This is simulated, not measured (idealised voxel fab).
process module | voxel fin reveal
cross-section cut | 255 nm wide | cells 5 nm
A cross-section is a grid of square cells, given in bands from the top down. A band is one or more rows of cells.
Each band's line starts with the height of the band's top and of its bottom, in nm. Then come its materials from left to right, each with its width in nm. One material with "throughout" fills the band from edge to edge. "air" is empty space.
Height 0 is the level under which the wafer as received is all one material. The lowest band goes on downwards, as in "0 down".
A width such as "30 to 40" changes by the same amount from each row of cells to the next, from the band's top row to its bottom row.
"no change" after a step means that no cell of the cross-section changed.
closed voids: empty space of 8 cells or more with no open way to the top, each as width x height at its distance from the left edge, in nm
after a step's settings: what the simulator itself notes on the step
overlay nm, on a step with a mask: how far to the right of its planned place the mask lay; to the left if negative
plan
1 op RECEIVE | material Si
2 op CONFORMAL_DEP | material SiN | thk nm 5
3 op DIRECTIONAL_DEP | material aC | thk nm 10
4 op PATTERN | tone cover | mask id FINS | material resist | width nm 15 | pitch nm 35 | thk nm 25 | overlay nm 0
5 op DIRECTIONAL_ETCH | etch materials aC | depth nm 10
6 op STRIP | etch materials resist
7 op DIRECTIONAL_ETCH | etch materials SiN | depth nm 5
8 op DIRECTIONAL_ETCH | etch materials Si | depth nm 30
9 op STRIP | etch materials aC
10 op FILL_DEP | material SiO2 | thk nm 15
11 op CMP | height nm 5
12 op SELECTIVE_ETCH | etch materials SiO2 | depth nm 5
13 op STRIP | etch materials SiN
14 op CONFORMAL_DEP | material HfO2 | thk nm 5
varied across the wafers: depth nm of step 12. The plan shows the first wafer's value. All wafers start alike
first wafer as received, after step 1
  0 down: Si throughout
  closed voids: none
each wafer at the end: cells of each material gained (+) or lost (-) since it was received, then its closed voids
depth nm 5 | +51 HfO2 | -252 Si | +252 SiO2 | closed voids: none
depth nm 10 | +57 HfO2 | -252 Si | +210 SiO2 | closed voids: none
depth nm 15 | +63 HfO2 | -252 Si | +168 SiO2 | closed voids: none
depth nm 20 | +69 HfO2 | -252 Si | +126 SiO2 | closed voids: none
depth nm 25 | +75 HfO2 | -252 Si | +84 SiO2 | closed voids: none
depth nm 30 | +81 HfO2 | -252 Si | +42 SiO2 | closed voids: none
